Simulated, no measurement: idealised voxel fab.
Name of the process module below: voxel ribs on slabs
Section shown: cut. Width: 270 nm. Cell size: 5 nm, square.
A cross-section is a grid of square cells, given in bands from the top down. A band is one or more rows of cells. Top, bottom (nm), then materials left to right with widths (nm); lone material tagged "full width" fills the whole band edge to edge; "empty" = empty space. Note: height 0 marks the level under which the wafer is uniformly one material as received. Lowest band unbounded below, written "0 and below". A width such as "30..40" changes by the same amount from each row of cells to the next, from the band's top row to its bottom row. Take "nothing different" at face value: in the step it is given for, the cross-section changed in none of its cells. The entry titled "Closed void listing" provides the empty spaces that have no open way to the top, restricted to those of 8 cells or more. Each is presented as width x height at distance, the distance being measured from the left edge, with all three in nm. Text after the settings on a step's line: the simulator's own remark on that step. The optional step-line setting "overlay nm" applies to steps with a mask and quantifies how far to the right of its planned location the mask lay, a negative value indicating leftward placement.

Process steps (planned)
1: RECEIVE | material Si
2: DIRECTIONAL_DEP | material SiO2 | thk nm 30
3: DIRECTIONAL_DEP | material polySi | thk nm 15
4: MASKED_ETCH | tone cover | mask id RIB | width nm 15 | etch materials polySi | depth nm 10 | overlay nm 0
5: PATTERN | tone cover | mask id SLAB | material resist | width nm 65 | thk nm 15 | overlay nm 0
6: DIRECTIONAL_ETCH | etch materials polySi | depth nm 5
7: STRIP | etch materials resist
8: FILL_DEP | material SiO2 | thk nm 25
9: CMP | height nm 65
10: DIRECTIONAL_DEP | material W | thk nm 10
11: MASKED_ETCH | tone cover | mask id HEATER | width nm 25 | etch materials W | depth nm 10 | overlay nm 0
12: CONFORMAL_DEP | material SiO2 | thk nm 10

Run as planned: first of two wafers

Received-state cross-section, reflecting completion of step 1
    0 and below = Si full width
    Closed void listing: none

Wafer xsec, post step 2
    30 down to 0 = SiO2 full width
    Below a height of 0, the structure has not been altered.

Wafer xsec, post step 3
    45 down to 30 = polySi full width
    Below a height of 30, the structure has not been altered.

Wafer xsec, post step 4
    45 down to 35 = empty: 125; polySi: 15; empty: 130
    Below a height of 35, the structure has not been altered.

Wafer xsec, post step 5
    60 down to 45 = empty: 100; resist: 65; empty: 105
    45 down to 35 = empty: 100; resist: 25; polySi: 15; resist: 25; empty: 105
    Below a height of 35, the structure has not been altered.

Wafer xsec, post step 6
    60 down to 45 = empty: 100; resist: 65; empty: 105
    45 down to 35 = empty: 100; resist: 25; polySi: 15; resist: 25; empty: 105
    35 down to 30 = empty: 100; polySi: 65; empty: 105
    Below a height of 30, the structure has not been altered.

Wafer xsec, post step 7
    45 down to 35 = empty: 125; polySi: 15; empty: 130
    Below a height of 35, the structure has not been altered.

Wafer xsec, post step 8
    70 down to 45 = SiO2 full width
    45 down to 35 = SiO2: 125; polySi: 15; SiO2: 130
    35 down to 30 = SiO2: 100; polySi: 65; SiO2: 105
    Below a height of 30, the structure has not been altered.

Wafer xsec, post step 9
    65 down to 45 = SiO2 full width
    Below a height of 45, the structure has not been altered.

Wafer xsec, post step 10
    75 down to 65 = W full width
    Below a height of 65, the structure has not been altered.

Wafer xsec, post step 11
    75 down to 65 = empty: 120; W: 25; empty: 125
    Below a height of 65, the structure has not been altered.

Wafer xsec, post step 12
    85 down to 75 = empty: 110; SiO2: 45; empty: 115
    75 down to 65 = SiO2: 120; W: 25; SiO2: 125
    Below a height of 65, the structure has not been altered.

Wafer two. Identical start, identical plan. One mistake in execution. Identical history through step 10

What the second wafer looks like in cross-section when step 11 should have wrapped up
    75 down to 65 = empty: 125; W: 25; empty: 120
    Below a height of 65, the structure has not been altered.

What the second wafer looks like in cross-section when step 12 should have wrapped up
    85 down to 75 = empty: 115; SiO2: 45; empty: 110
    75 down to 65 = SiO2: 125; W: 25; SiO2: 120
    Below a height of 65, the structure has not been altered.
What was the processing mistake? step 11 was processed under conditions differing from the plan, specifically as MASKED_ETCH | tone cover | mask id HEATER | width nm 25 | etch materials W | depth nm 10 | overlay nm 5
Same inventory, different map: at the end, the second wafer holds as many cells of each material as the first, placed elsewhere.
